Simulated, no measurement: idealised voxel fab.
process module | voxel released beams
cross-section cut | 260 nm wide | cells 5 nm
A cross-section is a grid of square cells, given in bands from the top down. A band is one or more rows of cells.
Each band's line starts with the height of the band's top and of its bottom, in nm. Then come its materials from left to right, each with its width in nm. One material with "throughout" fills the band from edge to edge. "air" is empty space.
Height 0 is the level under which the wafer as received is all one material. The lowest band goes on downwards, as in "0 down".
A width such as "30 to 40" changes by the same amount from each row of cells to the next, from the band's top row to its bottom row.
"no change" after a step means that no cell of the cross-section changed.
closed voids: empty space of 8 cells or more with no open way to the top, each as width x height at its distance from the left edge, in nm
after a step's settings: what the simulator itself notes on the step
overlay nm, on a step with a mask: how far to the right of its planned place the mask lay; to the left if negative
plan
1 op RECEIVE | material Si
2 op CONFORMAL_DEP | material Al2O3 | thk nm 5
3 op DIRECTIONAL_DEP | material SiO2 | thk nm 10
4 op PATTERN | tone open | mask id ANCHOR | material resist | width nm 25 | thk nm 20 | overlay nm 0
5 op DIRECTIONAL_ETCH | etch materials SiO2 | depth nm 10
6 op STRIP | etch materials resist
7 op CONFORMAL_DEP | material SiN | thk nm 10
8 op PATTERN | tone cover | mask id BEAM | material resist | width nm 105 | thk nm 15 | overlay nm 0
9 op DIRECTIONAL_ETCH | etch materials SiN | depth nm 10
10 op STRIP | etch materials resist
11 op STRIP | etch materials SiO2
first wafer, as planned
as received, after step 1
  0 down: Si throughout
  closed voids: none
after step 2
  5 to 0: Al2O3 throughout
  below 0: unchanged
after step 3
  15 to 5: SiO2 throughout
  below 5: unchanged
after step 4
  35 to 15: resist 80 | air 25 | resist 155
  below 15: unchanged
after step 5
  35 to 15: resist 80 | air 25 | resist 155
  15 to 5: SiO2 80 | air 25 | SiO2 155
  below 5: unchanged
after step 6
  15 to 5: SiO2 80 | air 25 | SiO2 155
  below 5: unchanged
after step 7
  25 to 15: SiN 90 | air 5 | SiN 165
  15 to 5: SiO2 80 | SiN 25 | SiO2 155
  below 5: unchanged
after step 8
  40 to 25: air 75 | resist 105 | air 80
  25 to 15: SiN 90 | resist 5 | SiN 165
  below 15: unchanged
after step 9
  40 to 25: air 75 | resist 105 | air 80
  25 to 15: air 75 | SiN 15 | resist 5 | SiN 85 | air 80
  below 15: unchanged
after step 10
  25 to 15: air 75 | SiN 15 | air 5 | SiN 85 | air 80
  below 15: unchanged
after step 11
  25 to 15: air 75 | SiN 15 | air 5 | SiN 85 | air 80
  15 to 5: air 80 | SiN 25 | air 155
  below 5: unchanged
second wafer: like start, like plan, one mistake. Through step 1 it matches the first wafer
when step 2 should have ended: no change
when step 3 should have ended
  10 to 0: SiO2 throughout
  below 0: unchanged
when step 4 should have ended
  30 to 10: resist 80 | air 25 | resist 155
  below 10: unchanged
when step 5 should have ended
  30 to 10: resist 80 | air 25 | resist 155
  10 to 0: SiO2 80 | air 25 | SiO2 155
  below 0: unchanged
when step 6 should have ended
  10 to 0: SiO2 80 | air 25 | SiO2 155
  below 0: unchanged
when step 7 should have ended
  20 to 10: SiN 90 | air 5 | SiN 165
  10 to 0: SiO2 80 | SiN 25 | SiO2 155
  below 0: unchanged
when step 8 should have ended
  35 to 20: air 75 | resist 105 | air 80
  20 to 10: SiN 90 | resist 5 | SiN 165
  below 10: unchanged
when step 9 should have ended
  35 to 20: air 75 | resist 105 | air 80
  20 to 10: air 75 | SiN 15 | resist 5 | SiN 85 | air 80
  below 10: unchanged
when step 10 should have ended
  20 to 10: air 75 | SiN 15 | air 5 | SiN 85 | air 80
  below 10: unchanged
when step 11 should have ended
  20 to 10: air 75 | SiN 15 | air 5 | SiN 85 | air 80
  10 to 0: air 80 | SiN 25 | air 155
  below 0: unchanged
what went wrong: step 2 was left out
at the end the second wafer has, in cells: 52 fewer of Al2O3
